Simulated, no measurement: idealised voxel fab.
This section sets out a process module, namely voxel capacitor over wiring.
The cross-section on display is named cut; it measures 190 nm wide, and its cells are 5 nm squares.
The cross-sections in this document take the form of a grid made of square cells. They are written out as bands, in order from top to bottom. Each band consists of one or more rows of cells. Heads up on the band format: heights come first, top then bottom, in nm. After that it's the materials left to right, each with its width in nm. A single material flagged "all across" fills the whole band edge to edge, and "blank" means there's empty space there. Height 0 is the level under which the wafer as received is all one material. The lowest band goes on downwards, as in "0 down". The expression "30..40" gives the width at the extremes of the band, the first number at its top row of cells and the second at its bottom row, with the width changing by equal amounts from each row to the next in between. Step marked "nothing different"? Then no cell in the cross-section changed in it. Closed empty spaces (no open way to the top) of 8 cells or more are what "Trapped cavities" lists, each as width x height at distance from the left edge, nm for all three. It should be noted that, on the line of a given step, the content following the step's settings is a remark produced by the simulator itself with respect to that step. "overlay nm" on a masked step: distance the mask lay right of its planned place, negative for left.

-- Intended process steps
1 RECEIVE [material Si]
2 CONFORMAL_DEP [material SiO2] [thk nm 10]
3 DIRECTIONAL_DEP [material TiN] [thk nm 5]
4 DIRECTIONAL_DEP [material W] [thk nm 25]
5 DIRECTIONAL_DEP [material aC] [thk nm 10]
6 PATTERN [tone cover] [mask id METAL_1] [material resist] [width nm 20] [pitch nm 75] [thk nm 30] [overlay nm 0]
7 DIRECTIONAL_ETCH [etch materials aC] [depth nm 10]
8 STRIP [etch materials resist]
9 DIRECTIONAL_ETCH [etch materials W] [depth nm 25]
10 DIRECTIONAL_ETCH [etch materials TiN] [depth nm 5]
11 STRIP [etch materials aC]
12 FILL_DEP [material lowk] [thk nm 10]
13 CMP [height nm 40]
14 CONFORMAL_DEP [material SiCN] [thk nm 5]
15 DIRECTIONAL_DEP [material lowk] [thk nm 15]
16 MASKED_ETCH [tone open] [mask id PLUG_1] [width nm 15] [etch materials lowk] [depth nm 15] [overlay nm 0]
17 MASKED_ETCH [tone open] [mask id PLUG_1] [width nm 15] [etch materials SiCN] [depth nm 5] [overlay nm 0]
18 CONFORMAL_DEP [material TiN] [thk nm 5]
19 FILL_DEP [material Cu] [thk nm 5]
20 CMP [height nm 60]
21 DIRECTIONAL_DEP [material TiN] [thk nm 10]
22 DIRECTIONAL_DEP [material SiN] [thk nm 5]
23 DIRECTIONAL_DEP [material TiN] [thk nm 10]
24 PATTERN [tone cover] [mask id UPPER_PLATE] [material resist] [width nm 60] [thk nm 15] [overlay nm 0]
25 DIRECTIONAL_ETCH [etch materials TiN] [depth nm 10]
26 DIRECTIONAL_ETCH [etch materials SiN] [depth nm 5]
27 STRIP [etch materials resist]
28 PATTERN [tone cover] [mask id LOWER_PLATE] [material resist] [width nm 70] [thk nm 15] [overlay nm 0]
29 DIRECTIONAL_ETCH [etch materials TiN] [depth nm 10]
30 STRIP [etch materials resist]
31 FILL_DEP [material SiO2] [thk nm 20]
32 CMP [height nm 100]
33 MASKED_ETCH [tone open] [mask id PLUG_2] [width nm 15] [etch materials SiO2] [depth nm 15] [overlay nm 0]
34 CONFORMAL_DEP [material TiN] [thk nm 5]
35 FILL_DEP [material Cu] [thk nm 10]
36 CMP [height nm 100]
37 CONFORMAL_DEP [material SiCN] [thk nm 5]

-- Of two wafers, the first: run according to plan

-- As received (post step 1): cross-section
  0 down: Si all across
  Trapped cavities: none

-- The wafer, seen in cross-section, after step 2
  10 to 0: SiO2 all across
  All layers under 0 are left as they were.

-- The wafer, seen in cross-section, after step 3
  15 to 10: TiN all across
  All layers under 10 are left as they were.

-- The wafer, seen in cross-section, after step 4
  40 to 15: W all across
  All layers under 15 are left as they were.

-- The wafer, seen in cross-section, after step 5
  50 to 40: aC all across
  All layers under 40 are left as they were.

-- The wafer, seen in cross-section, after step 6
  80 to 50: 45 blank / 20 resist / 55 blank / 20 resist / 50 blank
  All layers under 50 are left as they were.

-- The wafer, seen in cross-section, after step 7
  70 to 50: 45 blank / 20 resist / 55 blank / 20 resist / 50 blank
  50 to 40: 45 blank / 20 aC / 55 blank / 20 aC / 50 blank
  All layers under 40 are left as they were.

-- The wafer, seen in cross-section, after step 8
  50 to 40: 45 blank / 20 aC / 55 blank / 20 aC / 50 blank
  All layers under 40 are left as they were.

-- The wafer, seen in cross-section, after step 9
  50 to 40: 45 blank / 20 aC / 55 blank / 20 aC / 50 blank
  40 to 15: 45 blank / 20 W / 55 blank / 20 W / 50 blank
  All layers under 15 are left as they were.

-- The wafer, seen in cross-section, after step 10
  50 to 40: 45 blank / 20 aC / 55 blank / 20 aC / 50 blank
  40 to 15: 45 blank / 20 W / 55 blank / 20 W / 50 blank
  15 to 10: 45 blank / 20 TiN / 55 blank / 20 TiN / 50 blank
  All layers under 10 are left as they were.

-- The wafer, seen in cross-section, after step 11
  40 to 15: 45 blank / 20 W / 55 blank / 20 W / 50 blank
  All layers under 15 are left as they were.

-- The wafer, seen in cross-section, after step 12
  50 to 40: lowk all across
  40 to 15: 45 lowk / 20 W / 55 lowk / 20 W / 50 lowk
  15 to 10: 45 lowk / 20 TiN / 55 lowk / 20 TiN / 50 lowk
  All layers under 10 are left as they were.

-- The wafer, seen in cross-section, after step 13
  40 to 15: 45 lowk / 20 W / 55 lowk / 20 W / 50 lowk
  All layers under 15 are left as they were.

-- The wafer, seen in cross-section, after step 14
  45 to 40: SiCN all across
  All layers under 40 are left as they were.

-- The wafer, seen in cross-section, after step 15
  60 to 45: lowk all across
  All layers under 45 are left as they were.

-- The wafer, seen in cross-section, after step 16
  60 to 45: 50 lowk / 15 blank / 125 lowk
  All layers under 45 are left as they were.

-- The wafer, seen in cross-section, after step 17
  60 to 45: 50 lowk / 15 blank / 125 lowk
  45 to 40: 50 SiCN / 15 blank / 125 SiCN
  All layers under 40 are left as they were.

-- The wafer, seen in cross-section, after step 18
  65 to 60: 55 TiN / 5 blank / 130 TiN
  60 to 45: 50 lowk / 5 TiN / 5 blank / 5 TiN / 125 lowk
  45 to 40: 50 SiCN / 15 TiN / 125 SiCN
  All layers under 40 are left as they were.

-- The wafer, seen in cross-section, after step 19
  70 to 65: Cu all across
  65 to 60: 55 TiN / 5 Cu / 130 TiN
  60 to 45: 50 lowk / 5 TiN / 5 Cu / 5 TiN / 125 lowk
  All layers under 45 are left as they were.

-- The wafer, seen in cross-section, after step 20
  60 to 45: 50 lowk / 5 TiN / 5 Cu / 5 TiN / 125 lowk
  All layers under 45 are left as they were.

-- The wafer, seen in cross-section, after step 21
  70 to 60: TiN all across
  All layers under 60 are left as they were.

-- The wafer, seen in cross-section, after step 22
  75 to 70: SiN all across
  All layers under 70 are left as they were.

-- The wafer, seen in cross-section, after step 23
  85 to 75: TiN all across
  All layers under 75 are left as they were.

-- The wafer, seen in cross-section, after step 24
  100 to 85: 50 blank / 60 resist / 80 blank
  All layers under 85 are left as they were.

-- The wafer, seen in cross-section, after step 25
  100 to 85: 50 blank / 60 resist / 80 blank
  85 to 75: 50 blank / 60 TiN / 80 blank
  All layers under 75 are left as they were.

-- The wafer, seen in cross-section, after step 26
  100 to 85: 50 blank / 60 resist / 80 blank
  85 to 75: 50 blank / 60 TiN / 80 blank
  75 to 70: 50 blank / 60 SiN / 80 blank
  All layers under 70 are left as they were.

-- The wafer, seen in cross-section, after step 27
  85 to 75: 50 blank / 60 TiN / 80 blank
  All layers under 75 are left as they were.

-- The wafer, seen in cross-section, after step 28
  100 to 85: 45 blank / 70 resist / 75 blank
  85 to 75: 45 blank / 5 resist / 60 TiN / 5 resist / 75 blank
  75 to 70: 45 blank / 5 resist / 60 SiN / 5 resist / 75 blank
  All layers under 70 are left as they were.

-- The wafer, seen in cross-section, after step 29
  100 to 85: 45 blank / 70 resist / 75 blank
  85 to 75: 45 blank / 5 resist / 60 TiN / 5 resist / 75 blank
  75 to 70: 45 blank / 5 resist / 60 SiN / 5 resist / 75 blank
  70 to 60: 45 blank / 70 TiN / 75 blank
  All layers under 60 are left as they were.

-- The wafer, seen in cross-section, after step 30
  85 to 75: 50 blank / 60 TiN / 80 blank
  75 to 70: 50 blank / 60 SiN / 80 blank
  All layers under 70 are left as they were.

-- The wafer, seen in cross-section, after step 31
  105 to 85: SiO2 all across
  85 to 75: 50 SiO2 / 60 TiN / 80 SiO2
  75 to 70: 50 SiO2 / 60 SiN / 80 SiO2
  70 to 60: 45 SiO2 / 70 TiN / 75 SiO2
  All layers under 60 are left as they were.

-- The wafer, seen in cross-section, after step 32
  100 to 85: SiO2 all across
  All layers under 85 are left as they were.

-- The wafer, seen in cross-section, after step 33
  100 to 85: 60 SiO2 / 15 blank / 115 SiO2
  All layers under 85 are left as they were.

-- The wafer, seen in cross-section, after step 34
  105 to 100: 65 TiN / 5 blank / 120 TiN
  100 to 90: 60 SiO2 / 5 TiN / 5 blank / 5 TiN / 115 SiO2
  90 to 85: 60 SiO2 / 15 TiN / 115 SiO2
  All layers under 85 are left as they were.

-- The wafer, seen in cross-section, after step 35
  115 to 105: Cu all across
  105 to 100: 65 TiN / 5 Cu / 120 TiN
  100 to 90: 60 SiO2 / 5 TiN / 5 Cu / 5 TiN / 115 SiO2
  All layers under 90 are left as they were.

-- The wafer, seen in cross-section, after step 36
  100 to 90: 60 SiO2 / 5 TiN / 5 Cu / 5 TiN / 115 SiO2
  All layers under 90 are left as they were.

-- The wafer, seen in cross-section, after step 37
  105 to 100: SiCN all across
  All layers under 100 are left as they were.

-- Second wafer, same starting state and plan as the first, one mistake in the run, identical through step 1

Second wafer profile in section, at the moment step 2 of the plan was meant to be complete: nothing different

-- Second wafer profile in section, at the moment step 3 of the plan was meant to be complete
  5 to 0: TiN all across
  All layers under 0 are left as they were.

-- Second wafer profile in section, at the moment step 4 of the plan was meant to be complete
  30 to 5: W all across
  All layers under 5 are left as they were.

-- Second wafer profile in section, at the moment step 5 of the plan was meant to be complete
  40 to 30: aC all across
  All layers under 30 are left as they were.

-- Second wafer profile in section, at the moment step 6 of the plan was meant to be complete
  70 to 40: 45 blank / 20 resist / 55 blank / 20 resist / 50 blank
  All layers under 40 are left as they were.

-- Second wafer profile in section, at the moment step 7 of the plan was meant to be complete
  60 to 40: 45 blank / 20 resist / 55 blank / 20 resist / 50 blank
  40 to 30: 45 blank / 20 aC / 55 blank / 20 aC / 50 blank
  All layers under 30 are left as they were.

-- Second wafer profile in section, at the moment step 8 of the plan was meant to be complete
  40 to 30: 45 blank / 20 aC / 55 blank / 20 aC / 50 blank
  All layers under 30 are left as they were.

-- Second wafer profile in section, at the moment step 9 of the plan was meant to be complete
  40 to 30: 45 blank / 20 aC / 55 blank / 20 aC / 50 blank
  30 to 5: 45 blank / 20 W / 55 blank / 20 W / 50 blank
  All layers under 5 are left as they were.

-- Second wafer profile in section, at the moment step 10 of the plan was meant to be complete
  40 to 30: 45 blank / 20 aC / 55 blank / 20 aC / 50 blank
  30 to 5: 45 blank / 20 W / 55 blank / 20 W / 50 blank
  5 to 0: 45 blank / 20 TiN / 55 blank / 20 TiN / 50 blank
  All layers under 0 are left as they were.

-- Second wafer profile in section, at the moment step 11 of the plan was meant to be complete
  30 to 5: 45 blank / 20 W / 55 blank / 20 W / 50 blank
  All layers under 5 are left as they were.

-- Second wafer profile in section, at the moment step 12 of the plan was meant to be complete
  40 to 30: lowk all across
  30 to 5: 45 lowk / 20 W / 55 lowk / 20 W / 50 lowk
  5 to 0: 45 lowk / 20 TiN / 55 lowk / 20 TiN / 50 lowk
  All layers under 0 are left as they were.

Second wafer profile in section, at the moment step 13 of the plan was meant to be complete: nothing different

-- Second wafer profile in section, at the moment step 14 of the plan was meant to be complete
  45 to 40: SiCN all across
  All layers under 40 are left as they were.

-- Second wafer profile in section, at the moment step 15 of the plan was meant to be complete
  60 to 45: lowk all across
  All layers under 45 are left as they were.

-- Second wafer profile in section, at the moment step 16 of the plan was meant to be complete
  60 to 45: 50 lowk / 15 blank / 125 lowk
  All layers under 45 are left as they were.

-- Second wafer profile in section, at the moment step 17 of the plan was meant to be complete
  60 to 45: 50 lowk / 15 blank / 125 lowk
  45 to 40: 50 SiCN / 15 blank / 125 SiCN
  All layers under 40 are left as they were.

-- Second wafer profile in section, at the moment step 18 of the plan was meant to be complete
  65 to 60: 55 TiN / 5 blank / 130 TiN
  60 to 45: 50 lowk / 5 TiN / 5 blank / 5 TiN / 125 lowk
  45 to 40: 50 SiCN / 15 TiN / 125 SiCN
  All layers under 40 are left as they were.

-- Second wafer profile in section, at the moment step 19 of the plan was meant to be complete
  70 to 65: Cu all across
  65 to 60: 55 TiN / 5 Cu / 130 TiN
  60 to 45: 50 lowk / 5 TiN / 5 Cu / 5 TiN / 125 lowk
  All layers under 45 are left as they were.

-- Second wafer profile in section, at the moment step 20 of the plan was meant to be complete
  60 to 45: 50 lowk / 5 TiN / 5 Cu / 5 TiN / 125 lowk
  All layers under 45 are left as they were.

-- Second wafer profile in section, at the moment step 21 of the plan was meant to be complete
  70 to 60: TiN all across
  All layers under 60 are left as they were.

-- Second wafer profile in section, at the moment step 22 of the plan was meant to be complete
  75 to 70: SiN all across
  All layers under 70 are left as they were.

-- Second wafer profile in section, at the moment step 23 of the plan was meant to be complete
  85 to 75: TiN all across
  All layers under 75 are left as they were.

-- Second wafer profile in section, at the moment step 24 of the plan was meant to be complete
  100 to 85: 50 blank / 60 resist / 80 blank
  All layers under 85 are left as they were.

-- Second wafer profile in section, at the moment step 25 of the plan was meant to be complete
  100 to 85: 50 blank / 60 resist / 80 blank
  85 to 75: 50 blank / 60 TiN / 80 blank
  All layers under 75 are left as they were.

-- Second wafer profile in section, at the moment step 26 of the plan was meant to be complete
  100 to 85: 50 blank / 60 resist / 80 blank
  85 to 75: 50 blank / 60 TiN / 80 blank
  75 to 70: 50 blank / 60 SiN / 80 blank
  All layers under 70 are left as they were.

-- Second wafer profile in section, at the moment step 27 of the plan was meant to be complete
  85 to 75: 50 blank / 60 TiN / 80 blank
  All layers under 75 are left as they were.

-- Second wafer profile in section, at the moment step 28 of the plan was meant to be complete
  100 to 85: 45 blank / 70 resist / 75 blank
  85 to 75: 45 blank / 5 resist / 60 TiN / 5 resist / 75 blank
  75 to 70: 45 blank / 5 resist / 60 SiN / 5 resist / 75 blank
  All layers under 70 are left as they were.

-- Second wafer profile in section, at the moment step 29 of the plan was meant to be complete
  100 to 85: 45 blank / 70 resist / 75 blank
  85 to 75: 45 blank / 5 resist / 60 TiN / 5 resist / 75 blank
  75 to 70: 45 blank / 5 resist / 60 SiN / 5 resist / 75 blank
  70 to 60: 45 blank / 70 TiN / 75 blank
  All layers under 60 are left as they were.

-- Second wafer profile in section, at the moment step 30 of the plan was meant to be complete
  85 to 75: 50 blank / 60 TiN / 80 blank
  75 to 70: 50 blank / 60 SiN / 80 blank
  All layers under 70 are left as they were.

-- Second wafer profile in section, at the moment step 31 of the plan was meant to be complete
  105 to 85: SiO2 all across
  85 to 75: 50 SiO2 / 60 TiN / 80 SiO2
  75 to 70: 50 SiO2 / 60 SiN / 80 SiO2
  70 to 60: 45 SiO2 / 70 TiN / 75 SiO2
  All layers under 60 are left as they were.

-- Second wafer profile in section, at the moment step 32 of the plan was meant to be complete
  100 to 85: SiO2 all across
  All layers under 85 are left as they were.

-- Second wafer profile in section, at the moment step 33 of the plan was meant to be complete
  100 to 85: 60 SiO2 / 15 blank / 115 SiO2
  All layers under 85 are left as they were.

-- Second wafer profile in section, at the moment step 34 of the plan was meant to be complete
  105 to 100: 65 TiN / 5 blank / 120 TiN
  100 to 90: 60 SiO2 / 5 TiN / 5 blank / 5 TiN / 115 SiO2
  90 to 85: 60 SiO2 / 15 TiN / 115 SiO2
  All layers under 85 are left as they were.

-- Second wafer profile in section, at the moment step 35 of the plan was meant to be complete
  115 to 105: Cu all across
  105 to 100: 65 TiN / 5 Cu / 120 TiN
  100 to 90: 60 SiO2 / 5 TiN / 5 Cu / 5 TiN / 115 SiO2
  All layers under 90 are left as they were.

-- Second wafer profile in section, at the moment step 36 of the plan was meant to be complete
  100 to 90: 60 SiO2 / 5 TiN / 5 Cu / 5 TiN / 115 SiO2
  All layers under 90 are left as they were.

-- Second wafer profile in section, at the moment step 37 of the plan was meant to be complete
  105 to 100: SiCN all across
  All layers under 100 are left as they were.
Plan not followed: the run left out plan step 2 entirely, so it was never executed
Counted in cells at the end, the second wafer holds more or fewer of these materials than the first: SiO2: 76 fewer | lowk: 76 more
